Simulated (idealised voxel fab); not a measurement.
The document below concerns the process module designated voxel self aligned contacts.
Square cells of 5 nm make up the cross-section cut, whose width is 175 nm.
Square cells in a grid make up a cross-section in this document, and the grid is given as bands, listed from the top down, each one or more rows of cells.
This entry defines a band. It first specifies the height of the band's top and the height of its bottom in nm, and then specifies the band's materials from left to right, stating each material with its width in nm. The word "edge to edge" identifies a single material that fills the band from edge to edge, while the word "blank" identifies empty space.
A quick word on heights: they are counted from 0, and under that level the wafer as it came to us is one material throughout. The lowest band is different from the rest in having no bottom; it simply continues downward, written as in "0 nm and below".
Note: "30->40" means the width goes from the first number (top row of the band) to the second number (bottom row) in equal steps per row of cells.
You'll sometimes find "nothing was modified" written for a step, and that's the way of saying that nowhere in the cross-section did a cell change during that step.
Basically, "Enclosed void catalog" tells you about the enclosed voids: empty spaces with no open way to the top, 8 cells or bigger, each written width x height at distance, where distance is from the left edge, all in nm.
On a step's line, text after the settings is the simulator commenting on that step.
What "overlay nm" on a step's line means: if the step has a mask, that mask lay this far to the right of its planned place, or, when the value is negative, to the left.
Below is the list of planned process steps
1) RECEIVE (material Si)
2) CONFORMAL_DEP (material SiO2; thk nm 5)
3) DIRECTIONAL_DEP (material polySi; thk nm 25)
4) DIRECTIONAL_DEP (material SiN; thk nm 15)
5) DIRECTIONAL_DEP (material aC; thk nm 10)
6) PATTERN (tone cover; mask id GATE; material resist; width nm 30; pitch nm 55; thk nm 30; overlay nm 0)
7) DIRECTIONAL_ETCH (etch materials aC; depth nm 10)
8) STRIP (etch materials resist)
9) DIRECTIONAL_ETCH (etch materials SiN; depth nm 15)
10) DIRECTIONAL_ETCH (etch materials polySi; depth nm 25)
11) STRIP (etch materials aC)
12) CONFORMAL_DEP (material SiN; thk nm 5)
13) DIRECTIONAL_ETCH (etch materials SiN; depth nm 5)
14) FILL_DEP (material SiO2; thk nm 20)
15) CMP (height nm 55)
16) MASKED_ETCH (tone open; mask id CONTACT; width nm 35; etch materials SiO2; depth nm 55; overlay nm 0)
17) CONFORMAL_DEP (material TiN; thk nm 5)
18) FILL_DEP (material Ru; thk nm 5)
19) CMP (height nm 55)
20) CONFORMAL_DEP (material SiCN; thk nm 5)
Wafer as received: cross-section following step 1
	0 nm and below  Si edge to edge
	Enclosed void catalog: none
Wafer cross-section at end of module: start and plan as shown above, one execution error
	60 nm to 55 nm  SiCN edge to edge
	55 nm to 45 nm  70 nm SiO2 | 5->15 nm TiN | 25->5 nm Ru | 5->15 nm TiN | 70 nm SiO2
	45 nm to 30 nm  40 nm SiO2 | 40 nm SiN | 5 nm TiN | 5 nm Ru | 5 nm TiN | 40 nm SiN | 40 nm SiO2
	30 nm to 10 nm  40 nm SiO2 | 5 nm SiN | 30 nm polySi | 5 nm SiN | 5 nm TiN | 5 nm Ru | 5 nm TiN | 5 nm SiN | 30 nm polySi | 5 nm SiN | 40 nm SiO2
	10 nm to 5 nm  40 nm SiO2 | 5 nm SiN | 30 nm polySi | 5 nm SiN | 15 nm TiN | 5 nm SiN | 30 nm polySi | 5 nm SiN | 40 nm SiO2
	5 nm to 0 nm  SiN edge to edge
	0 nm and below  Si edge to edge
	Enclosed void catalog: none
Heads up, the wafer didn't run the way we planned it: contrary to plan, step 2 was performed as CONFORMAL_DEP (material SiN; thk nm 5)
